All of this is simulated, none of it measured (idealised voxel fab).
The document below concerns the process module designated voxel gate over fins.
Section cut is 270 nm wide and gridded with 5 nm square cells.
A cross-section in this document is a grid of square cells, and it is written down as bands, the top band listed before the ones below it; a band is made up of one or more rows of cells. First you get the band's top height and its bottom height, in nm, and then the materials it's made of, left to right, with each width in nm. If you see a single material with "full width", that one covers the band edge to edge. "blank" is empty space. A quick word on heights: they are counted from 0, and under that level the wafer as it came to us is one material throughout. The lowest band is different from the rest in having no bottom; it simply continues downward, written as in "0 and below". Top row gets the first number, bottom row gets the second, and each row in between changes by the same step: that is how a band width like "30..40" works. When a step is marked "remained the same", none of the cells in the cross-section changed during that step. "Enclosed cavities" means: voids of 8 cells or more that are shut off from the top with no open way through. Written width x height at distance, distance from the left edge, in nm. On a step's line, text after the settings is the simulator commenting on that step. "overlay nm" denotes, for a step that has a mask, the displacement of the mask to the right of its planned place, with negative values corresponding to the left.
-- Process steps - plan
1) RECEIVE with material Si
2) CONFORMAL_DEP with material SiN, thk nm 5
3) PATTERN with tone cover, mask id FINS, material resist, width nm 15, pitch nm 40, thk nm 15, overlay nm 0
4) DIRECTIONAL_ETCH with etch materials SiN, depth nm 5
5) DIRECTIONAL_ETCH with etch materials Si, depth nm 30
6) STRIP with etch materials resist
7) OXIDIZE with depth nm 5
8) FILL_DEP with material SiO2, thk nm 10
9) CMP with height nm 5
10) SELECTIVE_ETCH with etch materials SiO2, depth nm 15
11) STRIP with etch materials SiN
12) CONFORMAL_DEP with material HfO2, thk nm 5
13) CONFORMAL_DEP with material TiN, thk nm 5
14) FILL_DEP with material W, thk nm 10
15) CMP with height nm 15
16) CONFORMAL_DEP with material SiN, thk nm 5
-- The cross-section here shows the wafer as received, i.e. in its state after step 1
* 0 and below  Si full width
* Enclosed cavities: none
-- Final wafer profile in cross-section after the module, from the same start and plan as above, with one mistake made during processing
* 20 down to 15  SiN full width
* 15 down to 10  W full width
* 10 down to 5  W 80 nm / HfO2 25 nm / W 15 nm / HfO2 25 nm / W 15 nm / HfO2 25 nm / W 85 nm
* 5 down to 0  W 80 nm / HfO2 5 nm / TiN 15 nm / HfO2 5 nm / W 15 nm / HfO2 5 nm / TiN 15 nm / HfO2 5 nm / W 15 nm / HfO2 5 nm / TiN 15 nm / HfO2 5 nm / W 85 nm
* 0 down to -5  HfO2 85 nm / TiN 5 nm / Si 5 nm / TiN 5 nm / HfO2 25 nm / TiN 5 nm / Si 5 nm / TiN 5 nm / HfO2 25 nm / TiN 5 nm / Si 5 nm / TiN 5 nm / HfO2 90 nm
* -5 down to -10  TiN 90 nm / Si 5 nm / TiN 35 nm / Si 5 nm / TiN 35 nm / Si 5 nm / TiN 95 nm
* -10 down to -35  SiO2 90 nm / Si 5 nm / SiO2 35 nm / Si 5 nm / SiO2 35 nm / Si 5 nm / SiO2 95 nm
* -35 and below  Si full width
* Enclosed cavities: none
Here's what went sideways: transposition of steps 12 and 13 relative to the planned sequence
